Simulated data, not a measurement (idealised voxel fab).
The process module that follows is named voxel lift off.
Displayed cross-section: cut, width of 175 nm, square cells sized 5 nm.
Format of a cross-section: grid, square cells. Given as bands. Order: top down. Band: one or more rows of cells. Basically the band line says how high the top is and how high the bottom is, in nm, and then what's in it from left to right, every material with its width in nm. Empty space shows up as "empty", and if a single material carries "throughout" it runs the full band edge to edge. Counting heights begins at 0, where everything beneath is, in the wafer as received, one material. The lowest band has no bottom; it goes on downwards, as "top 0, no bottom" shows. With a width like "30 to 40", each row of cells in the band differs from the next by the same amount, the top row carrying the first number and the bottom row the second. A step reported as "nothing different" is a step in which no cell of the cross-section changed. "Closed void inventory": sealed empty spaces, 8 cells or more, no open way to top, listed width x height at distance, with distance from the left edge and width, height and distance in nm. Text after the settings on a step's line: the simulator's own remark on that step. On any step carrying a mask, the "overlay nm" setting, if present on the step's line, tells how far right of its planned place the mask lay; negative values point to the left.

So here's the lineup of process steps we planned:
1 RECEIVE with material Si
2 CONFORMAL_DEP with material SiN, thk nm 15
3 PATTERN with tone open, mask id LINES, material resist, width nm 15, pitch nm 35, thk nm 25, overlay nm 0
4 DIRECTIONAL_DEP with material Ru, thk nm 10
5 STRIP with etch materials resist
6 CONFORMAL_DEP with material SiCN, thk nm 10

Incoming wafer, cross-sectional view, post step 1:
- top 0, no bottom = Si throughout
- Closed void inventory: none

first wafer at the end, as planned:
- top 35, bottom 25 = 15 of empty, then 140 of SiCN, then 20 of empty
- top 25, bottom 15 = 25 of SiCN, then 15 of Ru, then 20 of SiCN, then 15 of Ru, then 20 of SiCN, then 15 of Ru, then 20 of SiCN, then 15 of Ru, then 30 of SiCN
- top 15, bottom 0 = SiN throughout
- top 0, no bottom = Si throughout
- Closed void inventory: none

Wafer two, end of module, cross-section. Same start, same plan as wafer one. One mistake in the run:
- top 35, bottom 25 = 15 of empty, then 145 of SiCN, then 15 of empty
- top 25, bottom 15 = 25 of SiCN, then 20 of Ru, then 15 of SiCN, then 20 of Ru, then 15 of SiCN, then 20 of Ru, then 15 of SiCN, then 20 of Ru, then 25 of SiCN
- top 15, bottom 0 = SiN throughout
- top 0, no bottom = Si throughout
- Closed void inventory: none
Deviation from plan: the process deviated at step 3: the operation and settings actually run there were PATTERN with tone open, mask id LINES, material resist, width nm 20, pitch nm 35, thk nm 25, overlay nm 0
Wrapping up, a cell-based count of both wafers puts the second over or under the first for these materials: 8 more of Ru | 6 fewer of SiCN
